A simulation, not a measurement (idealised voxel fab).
Process module heading - voxel capacitor over wiring
Section cut is 295 nm wide and gridded with 5 nm square cells.
Cross-section, as written here: a square-cell grid given band by band from the top down, where a band holds one or more rows of cells.
Within each band entry, the heights of the top and of the bottom of the band appear first, in that order and in nm; the materials of the band then follow from left to right, each with its corresponding width in nm. The designation "everywhere" on a single material indicates that it fills the band from edge to edge; the designation "air" indicates empty space.
Heads up on the height convention: 0 is the point under which the incoming wafer is all one material, and the lowest band has no bottom, it just keeps going down, like "0 -> down".
A width such as "30..40" changes by the same amount from each row of cells to the next, from the band's top row to its bottom row.
Basically "no change occurred" means that step didn't change any cell in the cross-section.
Closed void listing: empty space of 8 cells or more with no open way to the top, each as width x height at its distance from the left edge, in nm
Anything after a step's settings on that line? It's the simulator's own note about the step.
You can add "overlay nm" to a step's line. For a step with a mask, it describes how far the mask lay to the right of its planned position, and a negative number describes a lay to the left.
**plan**
1: RECEIVE (material Si)
2: CONFORMAL_DEP (material SiO2; thk nm 15)
3: DIRECTIONAL_DEP (material TiN; thk nm 5)
4: DIRECTIONAL_DEP (material W; thk nm 25)
5: MASKED_ETCH (tone cover; mask id METAL_1; width nm 25; pitch nm 90; etch materials W; depth nm 25; overlay nm 0)
6: MASKED_ETCH (tone cover; mask id METAL_1; width nm 25; pitch nm 90; etch materials TiN; depth nm 5; overlay nm 0)
7: FILL_DEP (material SiO2; thk nm 5)
8: CMP (height nm 45)
9: CONFORMAL_DEP (material SiCN; thk nm 5)
10: DIRECTIONAL_DEP (material SiO2; thk nm 10)
11: PATTERN (tone open; mask id PLUG_1; material resist; width nm 15; thk nm 15; overlay nm 0)
12: DIRECTIONAL_ETCH (etch materials SiO2; depth nm 10)
13: DIRECTIONAL_ETCH (etch materials SiCN; depth nm 5)
14: STRIP (etch materials resist)
15: EPI (material Ru; thk nm 10)
16: EPI (material Ru; thk nm 5)
17: DIRECTIONAL_DEP (material TiN; thk nm 5)
18: DIRECTIONAL_DEP (material Al2O3; thk nm 5)
19: DIRECTIONAL_DEP (material TiN; thk nm 10)
20: PATTERN (tone cover; mask id UPPER_PLATE; material resist; width nm 70; thk nm 15; overlay nm 0)
21: DIRECTIONAL_ETCH (etch materials TiN; depth nm 10)
22: DIRECTIONAL_ETCH (etch materials Al2O3; depth nm 5)
23: STRIP (etch materials resist)
24: MASKED_ETCH (tone cover; mask id LOWER_PLATE; width nm 80; etch materials TiN; depth nm 5; overlay nm 0)
25: FILL_DEP (material SiO2; thk nm 20)
26: CMP (height nm 95)
27: PATTERN (tone open; mask id PLUG_2; material resist; width nm 15; thk nm 15; overlay nm 0)
28: DIRECTIONAL_ETCH (etch materials SiO2; depth nm 15)
29: STRIP (etch materials resist)
30: CONFORMAL_DEP (material TiN; thk nm 5)
31: FILL_DEP (material Cu; thk nm 10)
32: CMP (height nm 95)
33: CONFORMAL_DEP (material SiCN; thk nm 5)
**Wafer as received: cross-section following step 1**
- 0 -> down = Si everywhere
- Closed void listing: none
**The cross-section shown corresponds to the wafer at the conclusion of the module. The initial structure and the process plan are those presented above; however, one mistake occurred in executing the plan**
- 100 -> 95 = SiCN everywhere
- 95 -> 90 = SiO2 (110), TiN (15), SiO2 (170)
- 90 -> 80 = SiO2 (100), TiN (25), SiO2 (170)
- 80 -> 75 = SiO2 (100), Al2O3 (25), TiN (45), SiO2 (125)
- 75 -> 70 = SiO2 (95), TiN (75), SiO2 (125)
- 70 -> 65 = SiO2 (90), Ru (35), Al2O3 (45), SiO2 (125)
- 65 -> 60 = SiO2 (90), Ru (35), TiN (50), SiO2 (120)
- 60 -> 50 = SiO2 (100), Ru (15), SiO2 (180)
- 50 -> 45 = SiCN (100), Ru (15), SiCN (180)
- 45 -> 20 = SiO2 (90), W (25), SiO2 (65), W (25), SiO2 (90)
- 20 -> 15 = SiO2 (90), TiN (25), SiO2 (65), TiN (25), SiO2 (90)
- 15 -> 0 = SiO2 everywhere
- 0 -> down = Si everywhere
- Closed void listing: none
In executing the process, a mistake was made relative to the plan: plan step 15 ran twice
